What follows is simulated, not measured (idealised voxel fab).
The document below concerns the process module designated voxel self aligned vias.
This is section cut - it's 280 nm across, gridded in 5 nm square cells.
A cross-section is written here as square cells arranged in a grid, and it is given in bands from the top down, each band taking up one or more rows of cells.
Read a band's entry like this: the first values are the height of its top and the height of its bottom in nm, and what follows is the sequence of materials from left to right, each with its width in nm. Note that "air" is empty space, and that a single material marked "throughout" reaches across the band from edge to edge.
Counting heights begins at 0, where everything beneath is, in the wafer as received, one material. The lowest band has no bottom; it goes on downwards, as "z 0 and below" shows.
Per-row width for "30 to 40": begins at first number (top row of band), ends at second number (bottom row), increment between rows held constant.
"left unchanged" means the step left every cell of the cross-section as it was.
"Catalogued sealed voids": sealed empty spaces, 8 cells or more, no open way to top, listed width x height at distance, with distance from the left edge and width, height and distance in nm.
The remark found on a step's line after its settings is issued by the simulator itself and pertains to that step.
The line of a step may include "overlay nm". On a step with a mask, this value is how far to the right of its planned place the mask lay. A negative value means the mask lay to the left.

PROCESS STEPS (PLANNED)
1) op RECEIVE | material Si
2) op CONFORMAL_DEP | material SiO2 | thk nm 15
3) op CONFORMAL_DEP | material SiCN | thk nm 5
4) op DIRECTIONAL_DEP | material SiO2 | thk nm 20
5) op MASKED_ETCH | tone open | mask id LINES | width nm 20 | pitch nm 45 | etch materials SiO2 | depth nm 20 | overlay nm 0
6) op CONFORMAL_DEP | material TiN | thk nm 5
7) op FILL_DEP | material W | thk nm 5
8) op CMP | height nm 40
9) op SELECTIVE_ETCH | etch materials W Ru TiN | depth nm 5
10) op FILL_DEP | material SiN | thk nm 10
11) op CMP | height nm 40
12) op DIRECTIONAL_DEP | material SiO2 | thk nm 15
13) op DIRECTIONAL_DEP | material aC | thk nm 10
14) op PATTERN | tone open | mask id VIAS | material resist | width nm 20 | pitch nm 45 | thk nm 25 | overlay nm 0
15) op DIRECTIONAL_ETCH | etch materials aC | depth nm 10
16) op STRIP | etch materials resist
17) op DIRECTIONAL_ETCH | etch materials SiO2 | depth nm 15
18) op DIRECTIONAL_ETCH | etch materials SiN | depth nm 5
19) op STRIP | etch materials aC
20) op CONFORMAL_DEP | material TiN | thk nm 5
21) op FILL_DEP | material W | thk nm 5
22) op CMP | height nm 55
23) op CONFORMAL_DEP | material SiCN | thk nm 5
Every wafer here starts from the same state; it is the step 14 width nm that distinguishes them, and the value the plan gives belongs to the first wafer.

STEP 1 COMPLETE: AS-RECEIVED CROSS-SECTION OF THE FIRST OF SEVERAL WAFERS
    z 0 and below  Si throughout
    Catalogued sealed voids: none

ROWS = WAFERS. AT MODULE END, EACH ROW LISTS PER MATERIAL THE CELLS GAINED (+) OR LOST (-) SINCE THE WAFER WAS RECEIVED, THEN THE CLOSED VOIDS
width nm 20, +112 SiCN, +476 SiO2, +54 TiN, +30 W, Catalogued sealed voids: none
width nm 25, +112 SiCN, +467 SiO2, +57 TiN, +36 W, Catalogued sealed voids: none
width nm 30, +112 SiCN, +458 SiO2, +60 TiN, +42 W, Catalogued sealed voids: none
